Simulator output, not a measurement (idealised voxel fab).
Process module, titled voxel transistor to metal
This is section cut - it's 210 nm across, gridded in 5 nm square cells.
Cross-section, as written here: a square-cell grid given band by band from the top down, where a band holds one or more rows of cells.
Top height, bottom height, nm. Materials left to right, width each, nm. Single material + "all across" = fills band edge to edge. "blank" = empty.
Measure heights from 0. That's the level where, below it, the as-received wafer is all one material. The lowest band is bottomless and extends downward; write it as in "z 0 and below".
The expression "30..40" gives the width at the extremes of the band, the first number at its top row of cells and the second at its bottom row, with the width changing by equal amounts from each row to the next in between.
It should be understood that the words "remained unchanged", when stated for a given step, signify that the cross-section underwent no change in any of its cells during that step.
"Internal closed voids" contains a list of empty spaces, each no smaller than 8 cells and without an open way to the top, written in the form width x height at distance with the distance from the left edge and all three in nm.
The remark found on a step's line after its settings is issued by the simulator itself and pertains to that step.
overlay nm: where the mask lay relative to plan, measured to the right, on steps with a mask; negatives go left.
[This section lists the process steps that were planned]
- 1: RECEIVE (material Si)
- 2: OXIDIZE (depth nm 5)
- 3: CONFORMAL_DEP (material SiN; thk nm 10)
- 4: DIRECTIONAL_DEP (material aC; thk nm 10)
- 5: PATTERN (tone cover; mask id ACTIVE; material resist; width nm 85; thk nm 30; overlay nm 0)
- 6: DIRECTIONAL_ETCH (etch materials aC; depth nm 10)
- 7: STRIP (etch materials resist)
- 8: DIRECTIONAL_ETCH (etch materials SiN; depth nm 10)
- 9: DIRECTIONAL_ETCH (etch materials SiO2; depth nm 5)
- 10: DIRECTIONAL_ETCH (etch materials Si; depth nm 25)
- 11: STRIP (etch materials aC)
- 12: OXIDIZE (depth nm 5)
- 13: FILL_DEP (material SiO2; thk nm 15)
- 14: CMP (height nm 10)
- 15: SELECTIVE_ETCH (etch materials SiO2; depth nm 5)
- 16: STRIP (etch materials SiN)
- 17: SELECTIVE_ETCH (etch materials SiO2; depth nm 5)
- 18: OXIDIZE (depth nm 5)
- 19: DIRECTIONAL_DEP (material polySi; thk nm 25)
- 20: DIRECTIONAL_DEP (material SiCN; thk nm 10)
- 21: DIRECTIONAL_DEP (material aC; thk nm 15)
- 22: PATTERN (tone cover; mask id GATE; material resist; width nm 15; thk nm 35; overlay nm 0)
- 23: DIRECTIONAL_ETCH (etch materials aC; depth nm 15)
- 24: STRIP (etch materials resist)
- 25: DIRECTIONAL_ETCH (etch materials SiCN; depth nm 20)
- 26: DIRECTIONAL_ETCH (etch materials polySi; depth nm 35)
- 27: STRIP (etch materials aC)
- 28: CONFORMAL_DEP (material SiO2; thk nm 5)
- 29: DIRECTIONAL_ETCH (etch materials SiO2; depth nm 5)
- 30: CONFORMAL_DEP (material SiN; thk nm 5)
- 31: DIRECTIONAL_ETCH (etch materials SiN; depth nm 5)
- 32: DIRECTIONAL_ETCH (etch materials SiO2; depth nm 5)
- 33: EPI (material pSi; thk nm 5)
- 34: FILL_DEP (material SiO2; thk nm 10)
- 35: CMP (height nm 30)
- 36: DIRECTIONAL_DEP (material SiO2; thk nm 15)
- 37: PATTERN (tone open; mask id CONTACT; material resist; width nm 25; pitch nm 50; thk nm 20; overlay nm 0)
- 38: DIRECTIONAL_ETCH (etch materials SiO2; depth nm 50)
- 39: STRIP (etch materials resist)
- 40: CONFORMAL_DEP (material TiN; thk nm 5)
- 41: FILL_DEP (material W; thk nm 5)
- 42: CMP (height nm 45)
- 43: CONFORMAL_DEP (material SiN; thk nm 5)
- 44: DIRECTIONAL_DEP (material lowk; thk nm 25)
- 45: DIRECTIONAL_DEP (material aC; thk nm 10)
- 46: PATTERN (tone open; mask id METAL_1; material resist; width nm 15; pitch nm 60; thk nm 25; overlay nm 0)
- 47: DIRECTIONAL_ETCH (etch materials aC; depth nm 10)
- 48: STRIP (etch materials resist)
- 49: DIRECTIONAL_ETCH (etch materials lowk; depth nm 25)
- 50: DIRECTIONAL_ETCH (etch materials SiN; depth nm 5)
- 51: STRIP (etch materials aC)
- 52: CONFORMAL_DEP (material TiN; thk nm 5)
- 53: FILL_DEP (material W; thk nm 10)
- 54: CMP (height nm 75)
- 55: CONFORMAL_DEP (material SiCN; thk nm 5)
- 56: DIRECTIONAL_DEP (material lowk; thk nm 35)
- 57: PATTERN (tone open; mask id METAL_2; material resist; width nm 15; pitch nm 60; thk nm 20; overlay nm 0)
- 58: DIRECTIONAL_ETCH (etch materials lowk; depth nm 20)
- 59: STRIP (etch materials resist)
- 60: PATTERN (tone open; mask id METAL_2_HOLES; material resist; width nm 15; pitch nm 60; thk nm 15; overlay nm 0)
- 61: DIRECTIONAL_ETCH (etch materials lowk; depth nm 15)
- 62: DIRECTIONAL_ETCH (etch materials SiCN; depth nm 5)
- 63: STRIP (etch materials resist)
- 64: CONFORMAL_DEP (material TiN; thk nm 5)
- 65: FILL_DEP (material Cu; thk nm 5)
- 66: CMP (height nm 115)
- 67: CONFORMAL_DEP (material SiN; thk nm 5)
Across this set of wafers, the varied parameter is the thk nm of step 28. Starting conditions are identical for every wafer, and the plan reports the value assigned to the first wafer.
[First of several wafers (as received, post step 1), cross-sectional view]
    z 0 and below | Si all across
    Internal closed voids: none
[The first of several wafers, seen in cross-section after the module's last step, step 67]
    z 120 to 115 | SiN all across
    z 115 to 80 | 65 of lowk | 5 of TiN | 5 of Cu | 5 of TiN | 45 of lowk | 5 of TiN | 5 of Cu | 5 of TiN | 70 of lowk
    z 80 to 75 | 65 of SiCN | 15 of TiN | 45 of SiCN | 15 of TiN | 70 of SiCN
    z 75 to 50 | 65 of lowk | 5 of TiN | 5 of W | 5 of TiN | 45 of lowk | 5 of TiN | 5 of W | 5 of TiN | 70 of lowk
    z 50 to 45 | 65 of SiN | 15 of TiN | 45 of SiN | 15 of TiN | 70 of SiN
    z 45 to 35 | 65 of SiO2 | 5 of TiN | 15 of W | 5 of TiN | 25 of SiO2 | 5 of TiN | 15 of W | 5 of TiN | 70 of SiO2
    z 35 to 30 | 65 of SiO2 | 5 of TiN | 10 of W | 10 of TiN | 25 of SiO2 | 10 of TiN | 10 of W | 5 of TiN | 70 of SiO2
    z 30 to 20 | 65 of SiO2 | 5 of TiN | 10 of W | 5 of TiN | 5 of SiN | 5 of SiO2 | 15 of SiCN | 5 of SiO2 | 5 of SiN | 5 of TiN | 10 of W | 5 of TiN | 70 of SiO2
    z 20 to 0 | 65 of SiO2 | 5 of TiN | 10 of W | 5 of TiN | 5 of SiN | 5 of SiO2 | 15 of polySi | 5 of SiO2 | 5 of SiN | 5 of TiN | 10 of W | 5 of TiN | 70 of SiO2
    z 0 to -5 | 60 of SiO2 | 5 of SiN | 20 of TiN | 5 of SiN | 5 of SiO2 | 15 of polySi | 5 of SiO2 | 5 of SiN | 20 of TiN | 5 of SiN | 65 of SiO2
    z -5 to -10 | 65 of SiO2 | 20 of pSi | 35 of SiO2 | 20 of pSi | 70 of SiO2
    z -10 to -35 | 65 of SiO2 | 75 of Si | 70 of SiO2
    z -35 and below | Si all across
    Internal closed voids: none
[Showing the last wafer in cross-section at the end of the module]
    z 120 to 115 | SiN all across
    z 115 to 80 | 65 of lowk | 5 of TiN | 5 of Cu | 5 of TiN | 45 of lowk | 5 of TiN | 5 of Cu | 5 of TiN | 70 of lowk
    z 80 to 75 | 65 of SiCN | 15 of TiN | 45 of SiCN | 15 of TiN | 70 of SiCN
    z 75 to 50 | 65 of lowk | 5 of TiN | 5 of W | 5 of TiN | 45 of lowk | 5 of TiN | 5 of W | 5 of TiN | 70 of lowk
    z 50 to 45 | 65 of SiN | 15 of TiN | 45 of SiN | 15 of TiN | 70 of SiN
    z 45 to 35 | 65 of SiO2 | 5 of TiN | 15 of W | 5 of TiN | 25 of SiO2 | 5 of TiN | 15 of W | 5 of TiN | 70 of SiO2
    z 35 to 30 | 65 of SiO2 | 15 of TiN | 5 of W | 5 of TiN | 25 of SiO2 | 5 of TiN | 5 of W | 15 of TiN | 70 of SiO2
    z 30 to 20 | 65 of SiO2 | 5 of TiN | 5 of SiN | 5 of TiN | 5 of W | 5 of TiN | 5 of SiO2 | 15 of SiCN | 5 of SiO2 | 5 of TiN | 5 of W | 5 of TiN | 5 of SiN | 5 of TiN | 70 of SiO2
    z 20 to 15 | 65 of SiO2 | 5 of TiN | 5 of SiN | 5 of TiN | 5 of W | 5 of TiN | 5 of SiO2 | 15 of polySi | 5 of SiO2 | 5 of TiN | 5 of W | 5 of TiN | 5 of SiN | 5 of TiN | 70 of SiO2
    z 15 to 0 | 65 of SiO2 | 5 of TiN | 5 of SiO2 | 5 of TiN | 5 of W | 5 of TiN | 5 of SiO2 | 15 of polySi | 5 of SiO2 | 5 of TiN | 5 of W | 5 of TiN | 5 of SiO2 | 5 of TiN | 70 of SiO2
    z 0 to -5 | 65 of SiO2 | 5 of TiN | 5 of SiO2 | 15 of TiN | 5 of SiO2 | 15 of polySi | 5 of SiO2 | 15 of TiN | 5 of SiO2 | 5 of TiN | 70 of SiO2
    z -5 to -10 | SiO2 all across
    z -10 to -35 | 65 of SiO2 | 75 of Si | 70 of SiO2
    z -35 and below | Si all across
    Internal closed voids: none
[The following table contains a row per wafer, in which are reported, at the conclusion of the module, the cells of each material gained (+) or lost (-) since the wafer's receipt, with its closed voids given thereafter]
thk nm 5, +14 Cu, -219 Si, +42 SiCN, +94 SiN, +466 SiO2, +106 TiN, +50 W, +432 lowk, +8 pSi, +15 polySi, Internal closed voids: none
thk nm 10, +14 Cu, -219 Si, +42 SiCN, +92 SiN, +480 SiO2, +120 TiN, +32 W, +432 lowk, +15 polySi, Internal closed voids: none
thk nm 15, +14 Cu, -219 Si, +42 SiCN, +90 SiN, +484 SiO2, +128 TiN, +22 W, +432 lowk, +15 polySi, Internal closed voids: none
thk nm 20, +14 Cu, -219 Si, +42 SiCN, +84 SiN, +484 SiO2, +120 TiN, +36 W, +432 lowk, +15 polySi, Internal closed voids: none
